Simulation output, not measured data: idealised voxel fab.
Documented hereafter: the process module known as voxel transistor to metal.
cross-section cut | 300 nm wide | cells 5 nm
Cross-section spec: square-cell grid; bands listed top down; each band is one or more rows.
First you get the band's top height and its bottom height, in nm, and then the materials it's made of, left to right, with each width in nm. If you see a single material with "full width", that one covers the band edge to edge. "blank" is empty space.
Heads up on the height convention: 0 is the point under which the incoming wafer is all one material, and the lowest band has no bottom, it just keeps going down, like "0..down".
Note: "30..40" means the width goes from the first number (top row of the band) to the second number (bottom row) in equal steps per row of cells.
Take "left unchanged" at face value: in the step it is given for, the cross-section changed in none of its cells.
Any empty space of 8 cells or more lacking an open way to the top shows up in "Closed void register" as width x height at distance, distance from the left edge, in nm.
On a step's line, text after the settings is the simulator commenting on that step.
"overlay nm" answers the question of how far to the right of plan the mask lay on a step that has a mask, and when it is negative the answer is to the left.
The remainder of this document consists of a sequence of paired cross-sections. Each pair presents the cross-section prior to one process step together with the cross-section following it, the latter being rendered only as deep as the lowest band that underwent change. The intervening step, together with its settings, is stated beneath each pair. Because the pairs may originate from different runs of this module on the same starting wafer, a given pair is to be read as continuing from the preceding pair only where its entry headed "Pre-step profile" so indicates.
[Pre-step profile]
  35..15: blank: 20  resist: 115  blank: 30  resist: 115  blank: 20
  15..0: SiN full width
  0..down: Si full width
  Closed void register: none
[Post-Step Cross-Section]
  35..15: blank: 20  resist: 115  blank: 30  resist: 115  blank: 20
  15..0: blank: 20  SiN: 115  blank: 30  SiN: 115  blank: 20
  Heights below 0 show no change.
  Closed void register: none
The step that takes the structure from the upper cross-section to the lower one is DIRECTIONAL_ETCH, etch materials SiN, depth nm 15
Pre-step profile: The pre-step condition corresponds to the post-step cross-section depicted in the pair directly above.
[Post-Step Cross-Section]
  35..15: blank: 20  resist: 115  blank: 30  resist: 115  blank: 20
  15..0: blank: 20  SiN: 115  blank: 30  SiN: 115  blank: 20
  0..-25: blank: 20  Si: 115  blank: 30  Si: 115  blank: 20
  Heights below -25 show no change.
  Closed void register: none
The step that takes the structure from the upper cross-section to the lower one is DIRECTIONAL_ETCH, etch materials Si, depth nm 25
Pre-step profile: The pre-step condition corresponds to the post-step cross-section depicted in the pair directly above.
[Post-Step Cross-Section]
  15..0: blank: 20  SiN: 115  blank: 30  SiN: 115  blank: 20
  Heights below 0 show no change.
  Closed void register: none
The step that takes the structure from the upper cross-section to the lower one is STRIP, etch materials resist
Pre-step profile: The pre-step condition corresponds to the post-step cross-section depicted in the pair directly above.
[Post-Step Cross-Section]
  15..0: blank: 20  SiN: 115  blank: 30  SiN: 115  blank: 20
  0..-25: blank: 20  SiO2: 5  Si: 105  SiO2: 5  blank: 30  SiO2: 5  Si: 105  SiO2: 5  blank: 20
  -25..-30: SiO2: 25  Si: 105  SiO2: 40  Si: 105  SiO2: 25
  Heights below -30 show no change.
  Closed void register: none
The step that takes the structure from the upper cross-section to the lower one is OXIDIZE, depth nm 5
Pre-step profile: The pre-step condition corresponds to the post-step cross-section depicted in the pair directly above.
[Post-Step Cross-Section]
  25..15: SiO2 full width
  15..0: SiO2: 20  SiN: 115  SiO2: 30  SiN: 115  SiO2: 20
  0..-30: SiO2: 25  Si: 105  SiO2: 40  Si: 105  SiO2: 25
  Heights below -30 show no change.
  Closed void register: none
The step that takes the structure from the upper cross-section to the lower one is FILL_DEP, material SiO2, thk nm 10
Pre-step profile: The pre-step condition corresponds to the post-step cross-section depicted in the pair directly above.
[Post-Step Cross-Section]
  20..15: SiO2 full width
  Heights below 15 show no change.
  Closed void register: none
The step that takes the structure from the upper cross-section to the lower one is CMP, height nm 20
Pre-step profile: The pre-step condition corresponds to the post-step cross-section depicted in the pair directly above.
[Post-Step Cross-Section]
  15..0: SiO2: 20  SiN: 115  SiO2: 30  SiN: 115  SiO2: 20
  Heights below 0 show no change.
  Closed void register: none
The step that takes the structure from the upper cross-section to the lower one is SELECTIVE_ETCH, etch materials SiO2, depth nm 5
Pre-step profile: The pre-step condition corresponds to the post-step cross-section depicted in the pair directly above.
[Post-Step Cross-Section]
  15..0: SiO2: 20  blank: 115  SiO2: 30  blank: 115  SiO2: 20
  Heights below 0 show no change.
  Closed void register: none
The step that takes the structure from the upper cross-section to the lower one is STRIP, etch materials SiN
Pre-step profile: The pre-step condition corresponds to the post-step cross-section depicted in the pair directly above.
[Post-Step Cross-Section]
  10..0: SiO2: 15  blank: 125  SiO2: 20  blank: 125  SiO2: 15
  0..-5: SiO2: 15  blank: 10  Si: 105  blank: 10  SiO2: 20  blank: 10  Si: 105  blank: 10  SiO2: 15
  Heights below -5 show no change.
  Closed void register: none
The step that takes the structure from the upper cross-section to the lower one is SELECTIVE_ETCH, etch materials SiO2, depth nm 5
Pre-step profile: The pre-step condition corresponds to the post-step cross-section depicted in the pair directly above.
[Post-Step Cross-Section]
  10..0: SiO2: 15  blank: 125  SiO2: 20  blank: 125  SiO2: 15
  0..-5: SiO2: 15  blank: 10  SiO2: 105  blank: 10  SiO2: 20  blank: 10  SiO2: 105  blank: 10  SiO2: 15
  -5..-10: SiO2: 30  Si: 95  SiO2: 50  Si: 95  SiO2: 30
  Heights below -10 show no change.
  Closed void register: none
The step that takes the structure from the upper cross-section to the lower one is OXIDIZE, depth nm 5
Pre-step profile: The pre-step condition corresponds to the post-step cross-section depicted in the pair directly above.
[Post-Step Cross-Section]
  35..25: polySi: 15  blank: 125  polySi: 20  blank: 125  polySi: 15
  25..20: polySi: 15  blank: 10  polySi: 105  blank: 10  polySi: 20  blank: 10  polySi: 105  blank: 10  polySi: 15
  20..10: polySi full width
  10..0: SiO2: 15  polySi: 125  SiO2: 20  polySi: 125  SiO2: 15
  0..-5: SiO2: 15  polySi: 10  SiO2: 105  polySi: 10  SiO2: 20  polySi: 10  SiO2: 105  polySi: 10  SiO2: 15
  Heights below -5 show no change.
  Closed void register: none
The step that takes the structure from the upper cross-section to the lower one is DIRECTIONAL_DEP, material polySi, thk nm 25
Pre-step profile: The pre-step condition corresponds to the post-step cross-section depicted in the pair directly above.
[Post-Step Cross-Section]
  45..35: SiCN: 15  blank: 125  SiCN: 20  blank: 125  SiCN: 15
  35..30: polySi: 15  blank: 10  SiCN: 105  blank: 10  polySi: 20  blank: 10  SiCN: 105  blank: 10  polySi: 15
  30..25: polySi: 15  SiCN: 125  polySi: 20  SiCN: 125  polySi: 15
  25..20: polySi: 15  SiCN: 10  polySi: 105  SiCN: 10  polySi: 20  SiCN: 10  polySi: 105  SiCN: 10  polySi: 15
  Heights below 20 show no change.
  Closed void register: none
The step that takes the structure from the upper cross-section to the lower one is DIRECTIONAL_DEP, material SiCN, thk nm 10
Pre-step profile: The pre-step condition corresponds to the post-step cross-section depicted in the pair directly above.
[Post-Step Cross-Section]
  35..25: polySi: 15  blank: 50  SiCN: 25  blank: 50  polySi: 20  blank: 50  SiCN: 25  blank: 50  polySi: 15
  25..20: polySi: 15  blank: 10  polySi: 105  blank: 10  polySi: 20  blank: 10  polySi: 105  blank: 10  polySi: 15
  Heights below 20 show no change.
  Closed void register: none
The step that takes the structure from the upper cross-section to the lower one is MASKED_ETCH, tone cover, mask id GATE, width nm 25, pitch nm 145, etch materials SiCN, depth nm 20, overlay nm 0
Pre-step profile: The pre-step condition corresponds to the post-step cross-section depicted in the pair directly above.
[Post-Step Cross-Section]
  35..25: blank: 65  SiCN: 25  blank: 120  SiCN: 25  blank: 65
  25..10: blank: 65  polySi: 25  blank: 120  polySi: 25  blank: 65
  10..0: SiO2: 15  blank: 50  polySi: 25  blank: 50  SiO2: 20  blank: 50  polySi: 25  blank: 50  SiO2: 15
  0..-5: SiO2: 15  blank: 10  SiO2: 105  blank: 10  SiO2: 20  blank: 10  SiO2: 105  blank: 10  SiO2: 15
  Heights below -5 show no change.
  Closed void register: none
The step that takes the structure from the upper cross-section to the lower one is MASKED_ETCH, tone cover, mask id GATE, width nm 25, pitch nm 145, etch materials polySi, depth nm 35, overlay nm 0
Pre-step profile: The pre-step condition corresponds to the post-step cross-section depicted in the pair directly above.
[Post-Step Cross-Section]
  45..35: blank: 55  SiN: 45  blank: 100  SiN: 45  blank: 55
  35..25: blank: 55  SiN: 10  SiCN: 25  SiN: 10  blank: 100  SiN: 10  SiCN: 25  SiN: 10  blank: 55
  25..20: blank: 55  SiN: 10  polySi: 25  SiN: 10  blank: 100  SiN: 10  polySi: 25  SiN: 10  blank: 55
  20..10: SiN: 25  blank: 30  SiN: 10  polySi: 25  SiN: 10  blank: 30  SiN: 40  blank: 30  SiN: 10  polySi: 25  SiN: 10  blank: 30  SiN: 25
  10..0: SiO2: 15  SiN: 50  polySi: 25  SiN: 50  SiO2: 20  SiN: 50  polySi: 25  SiN: 50  SiO2: 15
  0..-5: SiO2: 15  SiN: 10  SiO2: 105  SiN: 10  SiO2: 20  SiN: 10  SiO2: 105  SiN: 10  SiO2: 15
  Heights below -5 show no change.
  Closed void register: none
The step that takes the structure from the upper cross-section to the lower one is CONFORMAL_DEP, material SiN, thk nm 10
Pre-step profile: The pre-step condition corresponds to the post-step cross-section depicted in the pair directly above.
[Post-Step Cross-Section]
  35..25: blank: 55  SiN: 10  SiCN: 25  SiN: 10  blank: 100  SiN: 10  SiCN: 25  SiN: 10  blank: 55
  25..10: blank: 55  SiN: 10  polySi: 25  SiN: 10  blank: 100  SiN: 10  polySi: 25  SiN: 10  blank: 55
  10..0: SiO2: 15  SiN: 10  blank: 30  SiN: 10  polySi: 25  SiN: 10  blank: 30  SiN: 10  SiO2: 20  SiN: 10  blank: 30  SiN: 10  polySi: 25  SiN: 10  blank: 30  SiN: 10  SiO2: 15
  Heights below 0 show no change.
  Closed void register: none
The step that takes the structure from the upper cross-section to the lower one is DIRECTIONAL_ETCH, etch materials SiN, depth nm 10
Pre-step profile: The pre-step condition corresponds to the post-step cross-section depicted in the pair directly above.
[Post-Step Cross-Section]
  35..25: blank: 55  SiN: 10  SiCN: 25  SiN: 10  blank: 100  SiN: 10  SiCN: 25  SiN: 10  blank: 55
  25..10: blank: 55  SiN: 10  polySi: 25  SiN: 10  blank: 100  SiN: 10  polySi: 25  SiN: 10  blank: 55
  10..5: blank: 15  SiN: 10  blank: 30  SiN: 10  polySi: 25  SiN: 10  blank: 30  SiN: 10  blank: 20  SiN: 10  blank: 30  SiN: 10  polySi: 25  SiN: 10  blank: 30  SiN: 10  blank: 15
  5..0: SiO2: 15  SiN: 10  blank: 30  SiN: 10  polySi: 25  SiN: 10  blank: 30  SiN: 10  SiO2: 20  SiN: 10  blank: 30  SiN: 10  polySi: 25  SiN: 10  blank: 30  SiN: 10  SiO2: 15
  0..-5: SiO2: 15  SiN: 10  blank: 30  SiO2: 45  blank: 30  SiN: 10  SiO2: 20  SiN: 10  blank: 30  SiO2: 45  blank: 30  SiN: 10  SiO2: 15
  Heights below -5 show no change.
  Closed void register: none
The step that takes the structure from the upper cross-section to the lower one is DIRECTIONAL_ETCH, etch materials SiO2, depth nm 5
Pre-step profile: The pre-step condition corresponds to the post-step cross-section depicted in the pair directly above.
[Post-Step Cross-Section]
  35..25: blank: 55  SiN: 10  SiCN: 25  SiN: 10  blank: 100  SiN: 10  SiCN: 25  SiN: 10  blank: 55
  25..10: blank: 55  SiN: 10  polySi: 25  SiN: 10  blank: 100  SiN: 10  polySi: 25  SiN: 10  blank: 55
  10..5: blank: 15  SiN: 10  blank: 30  SiN: 10  polySi: 25  SiN: 10  blank: 30  SiN: 10  blank: 20  SiN: 10  blank: 30  SiN: 10  polySi: 25  SiN: 10  blank: 30  SiN: 10  blank: 15
  5..0: SiO2: 15  SiN: 10  blank: 30  SiN: 10  polySi: 25  SiN: 10  blank: 30  SiN: 10  SiO2: 20  SiN: 10  blank: 30  SiN: 10  polySi: 25  SiN: 10  blank: 30  SiN: 10  SiO2: 15
  0..-5: SiO2: 15  SiN: 10  blank: 30  SiO2: 45  blank: 30  SiN: 10  SiO2: 20  SiN: 10  blank: 30  SiO2: 45  blank: 30  SiN: 10  SiO2: 15
  -5..-10: SiO2: 30  blank: 25  Si: 45  blank: 25  SiO2: 50  blank: 25  Si: 45  blank: 25  SiO2: 30
  -10..-20: SiO2: 25  Si: 5  blank: 25  Si: 45  blank: 25  Si: 5  SiO2: 40  Si: 5  blank: 25  Si: 45  blank: 25  Si: 5  SiO2: 25
  Heights below -20 show no change.
  Closed void register: none
The step that takes the structure from the upper cross-section to the lower one is DIRECTIONAL_ETCH, etch materials Si, depth nm 15
Pre-step profile: The pre-step condition corresponds to the post-step cross-section depicted in the pair directly above.
[Post-Step Cross-Section]
  35..25: blank: 55  SiN: 10  SiCN: 25  SiN: 10  blank: 100  SiN: 10  SiCN: 25  SiN: 10  blank: 55
  25..15: blank: 55  SiN: 10  polySi: 25  SiN: 10  blank: 100  SiN: 10  polySi: 25  SiN: 10  blank: 55
  15..10: blank: 35  nSi: 20  SiN: 10  polySi: 25  SiN: 10  nSi: 20  blank: 60  nSi: 20  SiN: 10  polySi: 25  SiN: 10  nSi: 20  blank: 35
  10..5: blank: 15  SiN: 10  nSi: 30  SiN: 10  polySi: 25  SiN: 10  nSi: 30  SiN: 10  blank: 20  SiN: 10  nSi: 30  SiN: 10  polySi: 25  SiN: 10  nSi: 30  SiN: 10  blank: 15
  5..0: SiO2: 15  SiN: 10  nSi: 30  SiN: 10  polySi: 25  SiN: 10  nSi: 30  SiN: 10  SiO2: 20  SiN: 10  nSi: 30  SiN: 10  polySi: 25  SiN: 10  nSi: 30  SiN: 10  SiO2: 15
  0..-5: SiO2: 15  SiN: 10  nSi: 30  SiO2: 45  nSi: 30  SiN: 10  SiO2: 20  SiN: 10  nSi: 30  SiO2: 45  nSi: 30  SiN: 10  SiO2: 15
  -5..-10: SiO2: 30  nSi: 25  Si: 45  nSi: 25  SiO2: 50  nSi: 25  Si: 45  nSi: 25  SiO2: 30
  -10..-20: SiO2: 25  Si: 5  nSi: 25  Si: 45  nSi: 25  Si: 5  SiO2: 40  Si: 5  nSi: 25  Si: 45  nSi: 25  Si: 5  SiO2: 25
  Heights below -20 show no change.
  Closed void register: none
The step that takes the structure from the upper cross-section to the lower one is EPI, material nSi, thk nm 20
Pre-step profile: The pre-step condition corresponds to the post-step cross-section depicted in the pair directly above.
[Post-Step Cross-Section]
  45..35: SiO2 full width
  35..25: SiO2: 55  SiN: 10  SiCN: 25  SiN: 10  SiO2: 100  SiN: 10  SiCN: 25  SiN: 10  SiO2: 55
  25..15: SiO2: 55  SiN: 10  polySi: 25  SiN: 10  SiO2: 100  SiN: 10  polySi: 25  SiN: 10  SiO2: 55
  15..10: SiO2: 35  nSi: 20  SiN: 10  polySi: 25  SiN: 10  nSi: 20  SiO2: 60  nSi: 20  SiN: 10  polySi: 25  SiN: 10  nSi: 20  SiO2: 35
  10..0: SiO2: 15  SiN: 10  nSi: 30  SiN: 10  polySi: 25  SiN: 10  nSi: 30  SiN: 10  SiO2: 20  SiN: 10  nSi: 30  SiN: 10  polySi: 25  SiN: 10  nSi: 30  SiN: 10  SiO2: 15
  Heights below 0 show no change.
  Closed void register: none
The step that takes the structure from the upper cross-section to the lower one is FILL_DEP, material SiO2, thk nm 10
Pre-step profile: The pre-step condition corresponds to the post-step cross-section depicted in the pair directly above.
[Post-Step Cross-Section]
  35..25: SiO2: 55  SiN: 10  SiCN: 25  SiN: 10  SiO2: 100  SiN: 10  SiCN: 25  SiN: 10  SiO2: 55
  Heights below 25 show no change.
  Closed void register: none
The step that takes the structure from the upper cross-section to the lower one is CMP, height nm 35
Pre-step profile: The pre-step condition corresponds to the post-step cross-section depicted in the pair directly above.
[Post-Step Cross-Section]
  45..35: SiO2 full width
  Heights below 35 show no change.
  Closed void register: none
The step that takes the structure from the upper cross-section to the lower one is DIRECTIONAL_DEP, material SiO2, thk nm 10
Pre-step profile: The pre-step condition corresponds to the post-step cross-section depicted in the pair directly above.
[Post-Step Cross-Section]
  45..35: SiO2: 30  blank: 30  SiO2: 35  blank: 30  SiO2: 50  blank: 30  SiO2: 35  blank: 30  SiO2: 30
  35..25: SiO2: 30  blank: 25  SiN: 10  SiCN: 25  SiN: 10  blank: 25  SiO2: 50  blank: 25  SiN: 10  SiCN: 25  SiN: 10  blank: 25  SiO2: 30
  25..15: SiO2: 30  blank: 25  SiN: 10  polySi: 25  SiN: 10  blank: 25  SiO2: 50  blank: 25  SiN: 10  polySi: 25  SiN: 10  blank: 25  SiO2: 30
  15..10: SiO2: 30  blank: 5  nSi: 20  SiN: 10  polySi: 25  SiN: 10  nSi: 20  blank: 5  SiO2: 50  blank: 5  nSi: 20  SiN: 10  polySi: 25  SiN: 10  nSi: 20  blank: 5  SiO2: 30
  Heights below 10 show no change.
  Closed void register: none
The step that takes the structure from the upper cross-section to the lower one is MASKED_ETCH, tone open, mask id CONTACT, width nm 30, etch materials SiO2, depth nm 45, overlay nm 0
Pre-step profile: The pre-step condition corresponds to the post-step cross-section depicted in the pair directly above.
[Post-Step Cross-Section]
  50..45: TiN: 35  blank: 20  TiN: 45  blank: 20  TiN: 60  blank: 20  TiN: 45  blank: 20  TiN: 35
  45..35: SiO2: 30  TiN: 5  blank: 20..15  TiN: 5..10  SiO2: 35  TiN: 5..10  blank: 20..15  TiN: 5  SiO2: 50  TiN: 5  blank: 20..15  TiN: 5..10  SiO2: 35  TiN: 5..10  blank: 20..15  TiN: 5  SiO2: 30
  35..25: SiO2: 30  TiN: 5  blank: 15  TiN: 5  SiN: 10  SiCN: 25  SiN: 10  TiN: 5  blank: 15  TiN: 5  SiO2: 50  TiN: 5  blank: 15  TiN: 5  SiN: 10  SiCN: 25  SiN: 10  TiN: 5  blank: 15  TiN: 5  SiO2: 30
  25..20: SiO2: 30  TiN: 5  blank: 15  TiN: 5  SiN: 10  polySi: 25  SiN: 10  TiN: 5  blank: 15  TiN: 5  SiO2: 50  TiN: 5  blank: 15  TiN: 5  SiN: 10  polySi: 25  SiN: 10  TiN: 5  blank: 15  TiN: 5  SiO2: 30
  20..15: SiO2: 30  TiN: 25  SiN: 10  polySi: 25  SiN: 10  TiN: 25  SiO2: 50  TiN: 25  SiN: 10  polySi: 25  SiN: 10  TiN: 25  SiO2: 30
  15..10: SiO2: 30  TiN: 5  nSi: 20  SiN: 10  polySi: 25  SiN: 10  nSi: 20  TiN: 5  SiO2: 50  TiN: 5  nSi: 20  SiN: 10  polySi: 25  SiN: 10  nSi: 20  TiN: 5  SiO2: 30
  Heights below 10 show no change.
  Closed void register: none
The step that takes the structure from the upper cross-section to the lower one is CONFORMAL_DEP, material TiN, thk nm 5
Pre-step profile: The pre-step condition corresponds to the post-step cross-section depicted in the pair directly above.
[Post-Step Cross-Section]
  55..50: Ru full width
  50..45: TiN: 35  Ru: 20  TiN: 45  Ru: 20  TiN: 60  Ru: 20  TiN: 45  Ru: 20  TiN: 35
  45..35: SiO2: 30  TiN: 5  Ru: 20..15  TiN: 5..10  SiO2: 35  TiN: 5..10  Ru: 20..15  TiN: 5  SiO2: 50  TiN: 5  Ru: 20..15  TiN: 5..10  SiO2: 35  TiN: 5..10  Ru: 20..15  TiN: 5  SiO2: 30
  35..25: SiO2: 30  TiN: 5  Ru: 15  TiN: 5  SiN: 10  SiCN: 25  SiN: 10  TiN: 5  Ru: 15  TiN: 5  SiO2: 50  TiN: 5  Ru: 15  TiN: 5  SiN: 10  SiCN: 25  SiN: 10  TiN: 5  Ru: 15  TiN: 5  SiO2: 30
  25..20: SiO2: 30  TiN: 5  Ru: 15  TiN: 5  SiN: 10  polySi: 25  SiN: 10  TiN: 5  Ru: 15  TiN: 5  SiO2: 50  TiN: 5  Ru: 15  TiN: 5  SiN: 10  polySi: 25  SiN: 10  TiN: 5  Ru: 15  TiN: 5  SiO2: 30
  Heights below 20 show no change.
  Closed void register: none
The step that takes the structure from the upper cross-section to the lower one is FILL_DEP, material Ru, thk nm 5
Pre-step profile: The pre-step condition corresponds to the post-step cross-section depicted in the pair directly above.
[Post-Step Cross-Section]
  45..35: SiO2: 30  TiN: 5  Ru: 20..15  TiN: 5..10  SiO2: 35  TiN: 5..10  Ru: 20..15  TiN: 5  SiO2: 50  TiN: 5  Ru: 20..15  TiN: 5..10  SiO2: 35  TiN: 5..10  Ru: 20..15  TiN: 5  SiO2: 30
  Heights below 35 show no change.
  Closed void register: none
The step that takes the structure from the upper cross-section to the lower one is CMP, height nm 45
Pre-step profile: The pre-step condition corresponds to the post-step cross-section depicted in the pair directly above.
[Post-Step Cross-Section]
  50..45: TiN full width
  Heights below 45 show no change.
  Closed void register: none
The step that takes the structure from the upper cross-section to the lower one is DIRECTIONAL_DEP, material TiN, thk nm 5
Pre-step profile: The pre-step condition corresponds to the post-step cross-section depicted in the pair directly above.
[Post-Step Cross-Section]
  65..50: W full width
  Heights below 50 show no change.
  Closed void register: none
The step that takes the structure from the upper cross-section to the lower one is DIRECTIONAL_DEP, material W, thk nm 15
Pre-step profile: The pre-step condition corresponds to the post-step cross-section depicted in the pair directly above.
[Post-Step Cross-Section]
  80..65: blank: 30  resist: 20  blank: 55  resist: 20  blank: 50  resist: 20  blank: 55  resist: 20  blank: 30
  Heights below 65 show no change.
  Closed void register: none
The step that takes the structure from the upper cross-section to the lower one is PATTERN, tone cover, mask id METAL_1, material resist, width nm 20, thk nm 15, overlay nm 0
Pre-step profile: The pre-step condition corresponds to the post-step cross-section depicted in the pair directly above.
[Post-Step Cross-Section]
  80..65: blank: 30  resist: 20  blank: 55  resist: 20  blank: 50  resist: 20  blank: 55  resist: 20  blank: 30
  65..50: blank: 30  W: 20  blank: 55  W: 20  blank: 50  W: 20  blank: 55  W: 20  blank: 30
  Heights below 50 show no change.
  Closed void register: none
The step that takes the structure from the upper cross-section to the lower one is DIRECTIONAL_ETCH, etch materials W, depth nm 15
Pre-step profile: The pre-step condition corresponds to the post-step cross-section depicted in the pair directly above.
[Post-Step Cross-Section]
  80..65: blank: 30  resist: 20  blank: 55  resist: 20  blank: 50  resist: 20  blank: 55  resist: 20  blank: 30
  65..50: blank: 30  W: 20  blank: 55  W: 20  blank: 50  W: 20  blank: 55  W: 20  blank: 30
  50..45: blank: 30  TiN: 20  blank: 55  TiN: 20  blank: 50  TiN: 20  blank: 55  TiN: 20  blank: 30
  Heights below 45 show no change.
  Closed void register: none
The step that takes the structure from the upper cross-section to the lower one is DIRECTIONAL_ETCH, etch materials TiN, depth nm 5
Pre-step profile: The pre-step condition corresponds to the post-step cross-section depicted in the pair directly above.
[Post-Step Cross-Section]
  65..50: blank: 30  W: 20  blank: 55  W: 20  blank: 50  W: 20  blank: 55  W: 20  blank: 30
  Heights below 50 show no change.
  Closed void register: none
The step that takes the structure from the upper cross-section to the lower one is STRIP, etch materials resist
Pre-step profile: The pre-step condition corresponds to the post-step cross-section depicted in the pair directly above.
[Post-Step Cross-Section]
  75..65: lowk full width
  65..50: lowk: 30  W: 20  lowk: 55  W: 20  lowk: 50  W: 20  lowk: 55  W: 20  lowk: 30
  50..45: lowk: 30  TiN: 20  lowk: 55  TiN: 20  lowk: 50  TiN: 20  lowk: 55  TiN: 20  lowk: 30
  Heights below 45 show no change.
  Closed void register: none
The step that takes the structure from the upper cross-section to the lower one is FILL_DEP, material lowk, thk nm 10
Pre-step profile: The pre-step condition corresponds to the post-step cross-section depicted in the pair directly above.
[Post-Step Cross-Section]
  65..50: lowk: 30  W: 20  lowk: 55  W: 20  lowk: 50  W: 20  lowk: 55  W: 20  lowk: 30
  Heights below 50 show no change.
  Closed void register: none
The step that takes the structure from the upper cross-section to the lower one is CMP, height nm 65
Pre-step profile: The pre-step condition corresponds to the post-step cross-section depicted in the pair directly above.
[Post-Step Cross-Section]
  70..65: SiCN full width
  Heights below 65 show no change.
  Closed void register: none
The step that takes the structure from the upper cross-section to the lower one is CONFORMAL_DEP, material SiCN, thk nm 5
Pre-step profile: The pre-step condition corresponds to the post-step cross-section depicted in the pair directly above.
[Post-Step Cross-Section]
  100..70: SiO2 full width
  Heights below 70 show no change.
  Closed void register: none
The step that takes the structure from the upper cross-section to the lower one is DIRECTIONAL_DEP, material SiO2, thk nm 30
Pre-step profile: The pre-step condition corresponds to the post-step cross-section depicted in the pair directly above.
[Post-Step Cross-Section]
  120..100: resist: 30  blank: 15  resist: 130  blank: 15  resist: 110
  Heights below 100 show no change.
  Closed void register: none
The step that takes the structure from the upper cross-section to the lower one is PATTERN, tone open, mask id METAL_2_HOLES, material resist, width nm 15, pitch nm 145, thk nm 20, overlay nm 0
Pre-step profile: The pre-step condition corresponds to the post-step cross-section depicted in the pair directly above.
[Post-Step Cross-Section]
  120..100: resist: 30  blank: 15  resist: 130  blank: 15  resist: 110
  100..70: SiO2: 30  blank: 15  SiO2: 130  blank: 15  SiO2: 110
  Heights below 70 show no change.
  Closed void register: none
The step that takes the structure from the upper cross-section to the lower one is DIRECTIONAL_ETCH, etch materials SiO2, depth nm 30
Pre-step profile: The pre-step condition corresponds to the post-step cross-section depicted in the pair directly above.
[Post-Step Cross-Section]
  100..70: SiO2: 30  blank: 15  SiO2: 130  blank: 15  SiO2: 110
  Heights below 70 show no change.
  Closed void register: none
The step that takes the structure from the upper cross-section to the lower one is STRIP, etch materials resist
Pre-step profile: The pre-step condition corresponds to the post-step cross-section depicted in the pair directly above.
[Post-Step Cross-Section]
  120..100: resist: 30  blank: 20  resist: 125  blank: 20  resist: 105
  Heights below 100 show no change.
  Closed void register: none
The step that takes the structure from the upper cross-section to the lower one is PATTERN, tone open, mask id METAL_2, material resist, width nm 20, pitch nm 145, thk nm 20, overlay nm 0
Pre-step profile: The pre-step condition corresponds to the post-step cross-section depicted in the pair directly above.
[Post-Step Cross-Section]
  120..100: resist: 30  blank: 20  resist: 125  blank: 20  resist: 105
  100..85: SiO2: 30  blank: 20  SiO2: 125  blank: 20  SiO2: 105
  Heights below 85 show no change.
  Closed void register: none
The step that takes the structure from the upper cross-section to the lower one is DIRECTIONAL_ETCH, etch materials SiO2, depth nm 15
Pre-step profile: The pre-step condition corresponds to the post-step cross-section depicted in the pair directly above.
[Post-Step Cross-Section]
  120..100: resist: 30  blank: 20  resist: 125  blank: 20  resist: 105
  100..85: SiO2: 30  blank: 20  SiO2: 125  blank: 20  SiO2: 105
  85..70: SiO2: 30  blank: 15  SiO2: 130  blank: 15  SiO2: 110
  70..65: SiCN: 30  blank: 15  SiCN: 130  blank: 15  SiCN: 110
  Heights below 65 show no change.
  Closed void register: none
The step that takes the structure from the upper cross-section to the lower one is DIRECTIONAL_ETCH, etch materials SiCN, depth nm 5
Pre-step profile: The pre-step condition corresponds to the post-step cross-section depicted in the pair directly above.
[Post-Step Cross-Section]
  100..85: SiO2: 30  blank: 20  SiO2: 125  blank: 20  SiO2: 105
  Heights below 85 show no change.
  Closed void register: none
The step that takes the structure from the upper cross-section to the lower one is STRIP, etch materials resist
Pre-step profile: The pre-step condition corresponds to the post-step cross-section depicted in the pair directly above.
[Post-Step Cross-Section]
  105..100: TiN: 35  blank: 10  TiN: 135  blank: 10  TiN: 110
  100..90: SiO2: 30  TiN: 5  blank: 10  TiN: 5  SiO2: 125  TiN: 5  blank: 10  TiN: 5  SiO2: 105
  90..85: SiO2: 30  TiN: 5  blank: 5  TiN: 10  SiO2: 125  TiN: 5  blank: 5  TiN: 10  SiO2: 105
  85..70: SiO2: 30  TiN: 5  blank: 5  TiN: 5  SiO2: 130  TiN: 5  blank: 5  TiN: 5  SiO2: 110
  70..65: SiCN: 30  TiN: 15  SiCN: 130  TiN: 15  SiCN: 110
  Heights below 65 show no change.
  Closed void register: none
The step that takes the structure from the upper cross-section to the lower one is CONFORMAL_DEP, material TiN, thk nm 5
Pre-step profile: The pre-step condition corresponds to the post-step cross-section depicted in the pair directly above.
[Post-Step Cross-Section]
  110..105: Cu full width
  105..100: TiN: 35  Cu: 10  TiN: 135  Cu: 10  TiN: 110
  100..90: SiO2: 30  TiN: 5  Cu: 10  TiN: 5  SiO2: 125  TiN: 5  Cu: 10  TiN: 5  SiO2: 105
  90..85: SiO2: 30  TiN: 5  Cu: 5  TiN: 10  SiO2: 125  TiN: 5  Cu: 5  TiN: 10  SiO2: 105
  85..70: SiO2: 30  TiN: 5  Cu: 5  TiN: 5  SiO2: 130  TiN: 5  Cu: 5  TiN: 5  SiO2: 110
  Heights below 70 show no change.
  Closed void register: none
The step that takes the structure from the upper cross-section to the lower one is FILL_DEP, material Cu, thk nm 5
Pre-step profile: The pre-step condition corresponds to the post-step cross-section depicted in the pair directly above.
[Post-Step Cross-Section]
  100..90: SiO2: 30  TiN: 5  Cu: 10  TiN: 5  SiO2: 125  TiN: 5  Cu: 10  TiN: 5  SiO2: 105
  Heights below 90 show no change.
  Closed void register: none
The step that takes the structure from the upper cross-section to the lower one is CMP, height nm 100
Pre-step profile: The pre-step condition corresponds to the post-step cross-section depicted in the pair directly above.
[Post-Step Cross-Section]
  105..100: SiCN full width
  Heights below 100 show no change.
  Closed void register: none
The step that takes the structure from the upper cross-section to the lower one is CONFORMAL_DEP, material SiCN, thk nm 5
[Pre-step profile]
  40..20: blank: 20  resist: 115  blank: 30  resist: 115  blank: 20
  20..5: blank: 20  SiN: 115  blank: 30  SiN: 115  blank: 20
  5..0: blank: 20  SiO2: 115  blank: 30  SiO2: 115  blank: 20
  0..-25: blank: 20  Si: 115  blank: 30  Si: 115  blank: 20
  -25..down: Si full width
  Closed void register: none
[Post-Step Cross-Section]
  40..20: blank: 20  resist: 115  blank: 30  resist: 115  blank: 20
  20..5: blank: 20  SiN: 115  blank: 30  SiN: 115  blank: 20
  5..0: blank: 20  SiO2: 115  blank: 30  SiO2: 115  blank: 20
  0..-50: blank: 20  Si: 115  blank: 30  Si: 115  blank: 20
  Heights below -50 show no change.
  Closed void register: none
The step that takes the structure from the upper cross-section to the lower one is DIRECTIONAL_ETCH, etch materials Si, depth nm 25
Pre-step profile: The pre-step condition corresponds to the post-step cross-section depicted in the pair directly above.
[Post-Step Cross-Section]
  20..5: blank: 20  SiN: 115  blank: 30  SiN: 115  blank: 20
  Heights below 5 show no change.
  Closed void register: none
The step that takes the structure from the upper cross-section to the lower one is STRIP, etch materials resist
